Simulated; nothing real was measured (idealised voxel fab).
The document below concerns the process module designated voxel self aligned contacts.
Displayed cross-section: cut, width of 180 nm, square cells sized 5 nm.
Throughout this document, each cross-section is represented as a grid of square cells and is presented as a sequence of bands enumerated from the top downward, where a band comprises one or more rows of cells. Heights first: top, then bottom, in nm. Then materials, left to right, each with a width in nm. "everywhere" on a single material: fills the band edge to edge. "air": empty space. Basically, 0 is our baseline, since under it the wafer straight out of the box is all one material. The bottom band has no lower end and keeps on going down, so it looks like "0 down". Per-row width for "30 to 40": begins at first number (top row of band), ends at second number (bottom row), increment between rows held constant. Where the words "stayed the same" appear for a step, the cross-section shows no cell changed by that step; every cell remained as before. In "Fully enclosed voids" the enclosed voids are listed, meaning empty spaces of 8 cells or larger without any opening to the top. The form is width x height at distance, distance from the left edge, units nm. Note: text after step settings on the step line = simulator remark on that step. For masked steps, "overlay nm" on the step line gives how far right of plan the mask actually lay; a minus sign means it lay to the left.

## The steps planned for the process are as follows
1: RECEIVE [material Si]
2: OXIDIZE [depth nm 5]
3: DIRECTIONAL_DEP [material polySi] [thk nm 20]
4: DIRECTIONAL_DEP [material SiN] [thk nm 20]
5: MASKED_ETCH [tone cover] [mask id GATE] [width nm 25] [pitch nm 60] [etch materials SiN] [depth nm 20] [overlay nm 0]
6: MASKED_ETCH [tone cover] [mask id GATE] [width nm 15] [pitch nm 60] [etch materials polySi] [depth nm 20] [overlay nm 0]
7: CONFORMAL_DEP [material SiN] [thk nm 5]
8: DIRECTIONAL_ETCH [etch materials SiN] [depth nm 5]
9: FILL_DEP [material SiO2] [thk nm 15]
10: CMP [height nm 45]
11: PATTERN [tone open] [mask id CONTACT] [material resist] [width nm 45] [pitch nm 60] [thk nm 15] [overlay nm 0]
12: DIRECTIONAL_ETCH [etch materials SiO2] [depth nm 50]
13: STRIP [etch materials resist]
14: CONFORMAL_DEP [material TiN] [thk nm 5]
15: FILL_DEP [material Ru] [thk nm 10]
16: CMP [height nm 45]
17: CONFORMAL_DEP [material SiCN] [thk nm 5]
Across this set of wafers, the varied parameter is the width nm of step 6. Starting conditions are identical for every wafer, and the plan reports the value assigned to the first wafer.

## The first of several wafers as received, shown in cross-section; this is its state after step 1
0 down = Si everywhere
Fully enclosed voids: none

## End of module: cross-section of the first of several wafers after step 17, the last step
50 to 45 = SiCN everywhere
45 to 40 = SiO2 (35); TiN (15); Ru (15); TiN (15); SiO2 (15); TiN (15); Ru (15); TiN (15); SiO2 (40)
40 to 20 = SiO2 (10); SiN (35); TiN (5); Ru (15); TiN (5); SiN (35); TiN (5); Ru (15); TiN (5); SiN (35); SiO2 (15)
20 to 0 = SiO2 (10); SiN (5); polySi (25); SiN (5); TiN (5); Ru (15); TiN (5); SiN (5); polySi (25); SiN (5); TiN (5); Ru (15); TiN (5); SiN (5); polySi (25); SiN (5); SiO2 (15)
0 to -5 = SiO2 (45); TiN (25); SiO2 (35); TiN (25); SiO2 (50)
-5 down = Si everywhere
Fully enclosed voids: none

## Last wafer of the set, cross-sectioned at end of module
50 to 45 = SiCN everywhere
45 to 40 = SiO2 (35); TiN (15); Ru (15); TiN (15); SiO2 (15); TiN (15); Ru (15); TiN (15); SiO2 (40)
40 to 25 = SiO2 (10); SiN (35); TiN (5); Ru (15); TiN (5); SiN (35); TiN (5); Ru (15); TiN (5); SiN (35); SiO2 (15)
25 to 20 = SiO2 (10); SiN (35); TiN (10); Ru (10); TiN (5); SiN (35); TiN (10); Ru (10); TiN (5); SiN (35); SiO2 (15)
20 to 0 = SiO2 (10); SiN (5); polySi (30); SiN (5); TiN (5); Ru (10); TiN (5); SiN (5); polySi (30); SiN (5); TiN (5); Ru (10); TiN (5); SiN (5); polySi (30); SiN (5); SiO2 (10)
0 to -5 = SiO2 (50); TiN (20); SiO2 (40); TiN (20); SiO2 (50)
-5 down = Si everywhere
Fully enclosed voids: none

## Rows = wafers. At module end, each row lists per material the cells gained (+) or lost (-) since the wafer was received, then the closed voids
width nm 15 | +54 Ru | -36 Si | +36 SiCN | +108 SiN | +84 SiO2 | +54 TiN | +60 polySi | Fully enclosed voids: none
width nm 20 | +54 Ru | -36 Si | +36 SiCN | +108 SiN | +84 SiO2 | +54 TiN | +60 polySi | Fully enclosed voids: none
width nm 25 | +54 Ru | -36 Si | +36 SiCN | +108 SiN | +84 SiO2 | +54 TiN | +60 polySi | Fully enclosed voids: none
width nm 30 | +44 Ru | -36 Si | +36 SiCN | +108 SiN | +82 SiO2 | +54 TiN | +72 polySi | Fully enclosed voids: none
